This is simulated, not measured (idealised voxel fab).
Name of the process module below: voxel trench capacitor
Shown is cross-section cut, with a width of 255 nm and square cells of size 5 nm.
Heads up, the way a cross-section reads in here is a grid of square cells, handed over as bands from the top down, with every band being one or more rows of cells.
Top height, bottom height, nm. Materials left to right, width each, nm. Single material + "throughout" = fills band edge to edge. "blank" = empty.
Zero point of the height axis is 0; under it, received wafer = one material. Lowest band: continues down indefinitely, "0 nm and below".
Top row gets the first number, bottom row gets the second, and each row in between changes by the same step: that is how a band width like "30..40" works.
Take "nothing different" at face value: in the step it is given for, the cross-section changed in none of its cells.
Empty spaces counting at least 8 cells and having no open way to the top are listed in "Closed cavity list". The notation width x height at distance is used for each, the distance being from the left edge and all three values in nm.
Post-settings text on a step line: simulator's own remark regarding the step.
overlay nm: mask right of planned place by this much (step with mask). Neg. = left.
# Planned process steps
1 RECEIVE,material Si
2 CONFORMAL_DEP,material SiN,thk nm 10
3 MASKED_ETCH,tone open,mask id TRENCH,width nm 25,pitch nm 45,etch materials SiN,depth nm 10,overlay nm 0
4 MASKED_ETCH,tone open,mask id TRENCH,width nm 15,pitch nm 45,etch materials Si,depth nm 25,overlay nm 0
5 CONFORMAL_DEP,material Al2O3,thk nm 5
6 CONFORMAL_DEP,material TiN,thk nm 5
7 FILL_DEP,material W,thk nm 5
8 CMP,height nm 10
Wafer-to-wafer difference: width nm, step 4. Common start. Plan = first wafer's value.
# First of several wafers, received after step 1, in cross-section
	0 nm and below: Si throughout
	Closed cavity list: none
# Wafer rows, end of module: cells per material gained (+) or lost (-) since receipt; closed voids last
width nm 15; +68 Al2O3; -60 Si; +62 SiN; +32 TiN; Closed cavity list: none
width nm 20; +68 Al2O3; -80 Si; +62 SiN; +52 TiN; Closed cavity list: none
width nm 25; +68 Al2O3; -100 Si; +62 SiN; +52 TiN; +20 W; Closed cavity list: none
width nm 30; +68 Al2O3; -100 Si; +62 SiN; +52 TiN; +20 W; Closed cavity list: none
